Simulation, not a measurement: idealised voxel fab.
process module | voxel gate over fins
cross-section cut | 290 nm wide | cells 5 nm
A cross-section is a grid of square cells, given in bands from the top down. A band is one or more rows of cells.
Each band's line starts with the height of the band's top and of its bottom, in nm. Then come its materials from left to right, each with its width in nm. One material with "throughout" fills the band from edge to edge. "air" is empty space.
Height 0 is the level under which the wafer as received is all one material. The lowest band goes on downwards, as in "0 down".
A width such as "30 to 40" changes by the same amount from each row of cells to the next, from the band's top row to its bottom row.
"no change" after a step means that no cell of the cross-section changed.
closed voids: empty space of 8 cells or more with no open way to the top, each as width x height at its distance from the left edge, in nm
after a step's settings: what the simulator itself notes on the step
overlay nm, on a step with a mask: how far to the right of its planned place the mask lay; to the left if negative
plan
1 op RECEIVE | material Si
2 op CONFORMAL_DEP | material SiN | thk nm 10
3 op DIRECTIONAL_DEP | material aC | thk nm 10
4 op PATTERN | tone cover | mask id FINS | material resist | width nm 15 | pitch nm 45 | thk nm 30 | overlay nm 0
5 op DIRECTIONAL_ETCH | etch materials aC | depth nm 10
6 op STRIP | etch materials resist
7 op DIRECTIONAL_ETCH | etch materials SiN | depth nm 10
8 op DIRECTIONAL_ETCH | etch materials Si | depth nm 40
9 op STRIP | etch materials aC
10 op OXIDIZE | depth nm 5
11 op FILL_DEP | material SiO2 | thk nm 5
12 op CMP | height nm 10
13 op SELECTIVE_ETCH | etch materials SiO2 | depth nm 25
14 op STRIP | etch materials SiN
15 op CONFORMAL_DEP | material HfO2 | thk nm 5
16 op CONFORMAL_DEP | material TiN | thk nm 5
17 op CONFORMAL_DEP | material TiAl | thk nm 5
18 op CONFORMAL_DEP | material TiN | thk nm 5
19 op FILL_DEP | material W | thk nm 10
20 op CMP | height nm 25
21 op CONFORMAL_DEP | material SiN | thk nm 5
varied across the wafers: width nm of step 4. The plan shows the first wafer's value. All wafers start alike
first wafer as received, after step 1
  0 down: Si throughout
  closed voids: none
first wafer at the end, after step 21
  30 to 25: SiN throughout
  25 to 20: W throughout
  20 to 15: W 75 | TiN 135 | W 80
  15 to 10: W 75 | TiN 5 | TiAl 35 | TiN 10 | TiAl 35 | TiN 10 | TiAl 35 | TiN 5 | W 80
  10 to 5: W 75 | TiN 5 | TiAl 5 | TiN 25 | TiAl 5 | TiN 10 | TiAl 5 | TiN 25 | TiAl 5 | TiN 10 | TiAl 5 | TiN 25 | TiAl 5 | TiN 5 | W 80
  5 to 0: TiN 80 | TiAl 5 | TiN 5 | HfO2 15 | TiN 5 | TiAl 5 | TiN 10 | TiAl 5 | TiN 5 | HfO2 15 | TiN 5 | TiAl 5 | TiN 10 | TiAl 5 | TiN 5 | HfO2 15 | TiN 5 | TiAl 5 | TiN 85
  0 to -5: TiAl 85 | TiN 5 | HfO2 5 | Si 5 | HfO2 5 | TiN 5 | TiAl 20 | TiN 5 | HfO2 5 | Si 5 | HfO2 5 | TiN 5 | TiAl 20 | TiN 5 | HfO2 5 | Si 5 | HfO2 5 | TiN 5 | TiAl 90
  -5 to -10: TiN 90 | HfO2 5 | Si 5 | HfO2 5 | TiN 30 | HfO2 5 | Si 5 | HfO2 5 | TiN 30 | HfO2 5 | Si 5 | HfO2 5 | TiN 95
  -10 to -15: HfO2 95 | Si 5 | HfO2 40 | Si 5 | HfO2 40 | Si 5 | HfO2 100
  -15 to -45: SiO2 95 | Si 5 | SiO2 40 | Si 5 | SiO2 40 | Si 5 | SiO2 100
  -45 down: Si throughout
  closed voids: none
last wafer at the end
  30 to 25: SiN throughout
  25 to 20: W throughout
  20 to 15: W 70 | TiN 150 | W 70
  15 to 10: W 70 | TiN 5 | TiAl 140 | TiN 5 | W 70
  10 to 5: W 70 | TiN 5 | TiAl 5 | TiN 40 | TiAl 5 | TiN 40 | TiAl 5 | TiN 40 | TiAl 5 | TiN 5 | W 70
  5 to 0: TiN 75 | TiAl 5 | TiN 5 | HfO2 30 | TiN 5 | TiAl 5 | TiN 5 | HfO2 30 | TiN 5 | TiAl 5 | TiN 5 | HfO2 30 | TiN 5 | TiAl 5 | TiN 75
  0 to -5: TiAl 80 | TiN 5 | HfO2 5 | Si 20 | HfO2 5 | TiN 5 | TiAl 5 | TiN 5 | HfO2 5 | Si 20 | HfO2 5 | TiN 5 | TiAl 5 | TiN 5 | HfO2 5 | Si 20 | HfO2 5 | TiN 5 | TiAl 80
  -5 to -10: TiN 85 | HfO2 5 | Si 20 | HfO2 5 | TiN 15 | HfO2 5 | Si 20 | HfO2 5 | TiN 15 | HfO2 5 | Si 20 | HfO2 5 | TiN 85
  -10 to -15: HfO2 90 | Si 20 | HfO2 25 | Si 20 | HfO2 25 | Si 20 | HfO2 90
  -15 to -45: SiO2 90 | Si 20 | SiO2 25 | Si 20 | SiO2 25 | Si 20 | SiO2 90
  -45 down: Si throughout
  closed voids: none
each wafer at the end: cells of each material gained (+) or lost (-) since it was received, then its closed voids
width nm 15 | +76 HfO2 | -495 Si | +58 SiN | +330 SiO2 | +76 TiAl | +152 TiN | +151 W | closed voids: none
width nm 20 | +76 HfO2 | -468 Si | +58 SiN | +312 SiO2 | +76 TiAl | +146 TiN | +148 W | closed voids: none
width nm 25 | +76 HfO2 | -441 Si | +58 SiN | +294 SiO2 | +76 TiAl | +140 TiN | +145 W | closed voids: none
width nm 30 | +76 HfO2 | -414 Si | +58 SiN | +276 SiO2 | +70 TiAl | +140 TiN | +142 W | closed voids: none
